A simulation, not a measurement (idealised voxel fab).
The following is a process module called voxel capacitor over wiring.
Cross-sectional view cut (width: 290 nm; square cell size: 5 nm).
If you're reading a cross-section in this doc, picture square cells in a grid; it comes to you as bands, top ones listed first down to the bottom, and a band can be one or more rows of cells.
Read a band's entry like this: the first values are the height of its top and the height of its bottom in nm, and what follows is the sequence of materials from left to right, each with its width in nm. Note that "air" is empty space, and that a single material marked "full width" reaches across the band from edge to edge.
All heights in this document are referenced to 0, defined as the level beneath which the wafer, as received, consists entirely of one material. The lowest band is not bounded below; it extends indefinitely downward and is written in the form "z 0 and below".
The width entry "30->40" should be interpreted row by row: the top row of cells in the band takes the first number, the bottom row takes the second number, and the change between adjacent rows is uniform throughout.
Basically "no change occurred" means that step didn't change any cell in the cross-section.
Basically, "Entrapped void list" tells you about the enclosed voids: empty spaces with no open way to the top, 8 cells or bigger, each written width x height at distance, where distance is from the left edge, all in nm.
What comes after the settings on a step's line is commentary from the simulator itself on that step.
"overlay nm", when on a step's line for a step with a mask, measures how far to the right of its planned place the mask lay; a negative measure means to the left.
-- This section lists the process steps that were planned
step 1: op RECEIVE | material Si
step 2: op CONFORMAL_DEP | material SiO2 | thk nm 10
step 3: op CONFORMAL_DEP | material SiCN | thk nm 5
step 4: op DIRECTIONAL_DEP | material SiO2 | thk nm 25
step 5: op PATTERN | tone open | mask id METAL_1 | material resist | width nm 20 | pitch nm 80 | thk nm 15 | overlay nm 0
step 6: op DIRECTIONAL_ETCH | etch materials SiO2 | depth nm 25
step 7: op DIRECTIONAL_ETCH | etch materials SiCN | depth nm 5
step 8: op STRIP | etch materials resist
step 9: op CONFORMAL_DEP | material TiN | thk nm 5
step 10: op FILL_DEP | material Cu | thk nm 10
step 11: op CMP | height nm 40
step 12: op CONFORMAL_DEP | material SiCN | thk nm 5
step 13: op DIRECTIONAL_DEP | material lowk | thk nm 15
step 14: op MASKED_ETCH | tone open | mask id PLUG_1 | width nm 15 | etch materials lowk | depth nm 15 | overlay nm 0
step 15: op MASKED_ETCH | tone open | mask id PLUG_1 | width nm 15 | etch materials SiCN | depth nm 5 | overlay nm 0
step 16: op CONFORMAL_DEP | material TiN | thk nm 5
step 17: op FILL_DEP | material Cu | thk nm 10
step 18: op CMP | height nm 60
step 19: op DIRECTIONAL_DEP | material TiN | thk nm 10
step 20: op DIRECTIONAL_DEP | material Al2O3 | thk nm 5
step 21: op DIRECTIONAL_DEP | material TiN | thk nm 5
step 22: op DIRECTIONAL_DEP | material aC | thk nm 15
step 23: op PATTERN | tone cover | mask id UPPER_PLATE | material resist | width nm 65 | thk nm 35 | overlay nm 0
step 24: op DIRECTIONAL_ETCH | etch materials aC | depth nm 15
step 25: op STRIP | etch materials resist
step 26: op DIRECTIONAL_ETCH | etch materials TiN | depth nm 5
step 27: op DIRECTIONAL_ETCH | etch materials Al2O3 | depth nm 5
step 28: op STRIP | etch materials aC
step 29: op PATTERN | tone cover | mask id LOWER_PLATE | material resist | width nm 75 | thk nm 20 | overlay nm 0
step 30: op DIRECTIONAL_ETCH | etch materials TiN | depth nm 10
step 31: op STRIP | etch materials resist
step 32: op FILL_DEP | material SiO2 | thk nm 15
step 33: op CMP | height nm 90
step 34: op DIRECTIONAL_DEP | material aC | thk nm 10
step 35: op PATTERN | tone open | mask id PLUG_2 | material resist | width nm 15 | thk nm 25 | overlay nm 0
step 36: op DIRECTIONAL_ETCH | etch materials aC | depth nm 10
step 37: op STRIP | etch materials resist
step 38: op DIRECTIONAL_ETCH | etch materials SiO2 | depth nm 10
step 39: op STRIP | etch materials aC
step 40: op CONFORMAL_DEP | material TiN | thk nm 5
step 41: op FILL_DEP | material Ru | thk nm 5
step 42: op CMP | height nm 90
step 43: op CONFORMAL_DEP | material SiN | thk nm 5
-- Cross-section of the wafer upon arrival, representing the state reached after step 1
    z 0 and below = Si full width
    Entrapped void list: none
-- End-of-module cross-section. Starting structure and process plan as above; one mistake made in running it
    z 95 to 90 = SiN full width
    z 90 to 85 = 110 SiO2; 5 TiN; 5 Ru; 5 TiN; 165 SiO2
    z 85 to 75 = 110->100 SiO2; 15->65 TiN; 165->125 SiO2
    z 75 to 70 = 100 SiO2; 65 Al2O3; 125 SiO2
    z 70 to 60 = 95 SiO2; 75 TiN; 120 SiO2
    z 60 to 50 = 95 lowk; 5 TiN; 15 Cu; 5 TiN; 170 lowk
    z 50 to 45 = 95 lowk; 10 TiN; 5 Cu; 10 TiN; 170 lowk
    z 45 to 40 = 100 SiCN; 15 TiN; 175 SiCN
    z 40 to 15 = 95 SiO2; 5 TiN; 10 Cu; 5 TiN; 60 SiO2; 5 TiN; 10 Cu; 5 TiN; 95 SiO2
    z 15 to 10 = 95 SiCN; 20 TiN; 60 SiCN; 20 TiN; 95 SiCN
    z 10 to 0 = SiO2 full width
    z 0 and below = Si full width
    Entrapped void list: none
Processing error: off-plan run, step 14, actual operation and settings op MASKED_ETCH | tone open | mask id PLUG_1 | width nm 25 | etch materials lowk | depth nm 15 | overlay nm 0
